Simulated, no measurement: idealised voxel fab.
process module | voxel tone inversion
cross-section cut | 255 nm wide | cells 5 nm
A cross-section is a grid of square cells, given in bands from the top down. A band is one or more rows of cells.
Each band's line starts with the height of the band's top and of its bottom, in nm. Then come its materials from left to right, each with its width in nm. One material with "throughout" fills the band from edge to edge. "air" is empty space.
Height 0 is the level under which the wafer as received is all one material. The lowest band goes on downwards, as in "0 down".
A width such as "30 to 40" changes by the same amount from each row of cells to the next, from the band's top row to its bottom row.
"no change" after a step means that no cell of the cross-section changed.
closed voids: empty space of 8 cells or more with no open way to the top, each as width x height at its distance from the left edge, in nm
after a step's settings: what the simulator itself notes on the step
overlay nm, on a step with a mask: how far to the right of its planned place the mask lay; to the left if negative
plan
1 op RECEIVE | material Si
2 op CONFORMAL_DEP | material SiN | thk nm 5
3 op DIRECTIONAL_DEP | material polySi | thk nm 20
4 op PATTERN | tone cover | mask id POSTS | material resist | width nm 20 | pitch nm 40 | thk nm 30 | overlay nm 0
5 op DIRECTIONAL_ETCH | etch materials polySi | depth nm 20
6 op STRIP | etch materials resist
7 op FILL_DEP | material lowk | thk nm 5
8 op CMP | height nm 25
9 op STRIP | etch materials polySi
10 op CONFORMAL_DEP | material TiN | thk nm 5
11 op FILL_DEP | material Cu | thk nm 5
12 op CMP | height nm 25
13 op CONFORMAL_DEP | material SiN | thk nm 5
first wafer, as planned
as received, after step 1
  0 down: Si throughout
  closed voids: none
after step 2
  5 to 0: SiN throughout
  below 0: unchanged
after step 3
  25 to 5: polySi throughout
  below 5: unchanged
after step 4
  55 to 25: air 55 | resist 20 | air 20 | resist 20 | air 20 | resist 20 | air 20 | resist 20 | air 60
  below 25: unchanged
after step 5
  55 to 25: air 55 | resist 20 | air 20 | resist 20 | air 20 | resist 20 | air 20 | resist 20 | air 60
  25 to 5: air 55 | polySi 20 | air 20 | polySi 20 | air 20 | polySi 20 | air 20 | polySi 20 | air 60
  below 5: unchanged
after step 6
  25 to 5: air 55 | polySi 20 | air 20 | polySi 20 | air 20 | polySi 20 | air 20 | polySi 20 | air 60
  below 5: unchanged
after step 7
  30 to 25: lowk throughout
  25 to 5: lowk 55 | polySi 20 | lowk 20 | polySi 20 | lowk 20 | polySi 20 | lowk 20 | polySi 20 | lowk 60
  below 5: unchanged
after step 8
  25 to 5: lowk 55 | polySi 20 | lowk 20 | polySi 20 | lowk 20 | polySi 20 | lowk 20 | polySi 20 | lowk 60
  below 5: unchanged
after step 9
  25 to 5: lowk 55 | air 20 | lowk 20 | air 20 | lowk 20 | air 20 | lowk 20 | air 20 | lowk 60
  below 5: unchanged
after step 10
  30 to 25: TiN 60 | air 10 | TiN 30 | air 10 | TiN 30 | air 10 | TiN 30 | air 10 | TiN 65
  25 to 10: lowk 55 | TiN 5 | air 10 | TiN 5 | lowk 20 | TiN 5 | air 10 | TiN 5 | lowk 20 | TiN 5 | air 10 | TiN 5 | lowk 20 | TiN 5 | air 10 | TiN 5 | lowk 60
  10 to 5: lowk 55 | TiN 20 | lowk 20 | TiN 20 | lowk 20 | TiN 20 | lowk 20 | TiN 20 | lowk 60
  below 5: unchanged
after step 11
  35 to 30: Cu throughout
  30 to 25: TiN 60 | Cu 10 | TiN 30 | Cu 10 | TiN 30 | Cu 10 | TiN 30 | Cu 10 | TiN 65
  25 to 10: lowk 55 | TiN 5 | Cu 10 | TiN 5 | lowk 20 | TiN 5 | Cu 10 | TiN 5 | lowk 20 | TiN 5 | Cu 10 | TiN 5 | lowk 20 | TiN 5 | Cu 10 | TiN 5 | lowk 60
  below 10: unchanged
after step 12
  25 to 10: lowk 55 | TiN 5 | Cu 10 | TiN 5 | lowk 20 | TiN 5 | Cu 10 | TiN 5 | lowk 20 | TiN 5 | Cu 10 | TiN 5 | lowk 20 | TiN 5 | Cu 10 | TiN 5 | lowk 60
  below 10: unchanged
after step 13
  30 to 25: SiN throughout
  below 25: unchanged
second wafer: like start, like plan, one mistake. Through step 12 it matches the first wafer
when step 13 should have ended
  40 to 25: SiN throughout
  below 25: unchanged
what went wrong: step 13 ran as: op CONFORMAL_DEP | material SiN | thk nm 15
at the end the second wafer has, in cells: 102 more of SiN
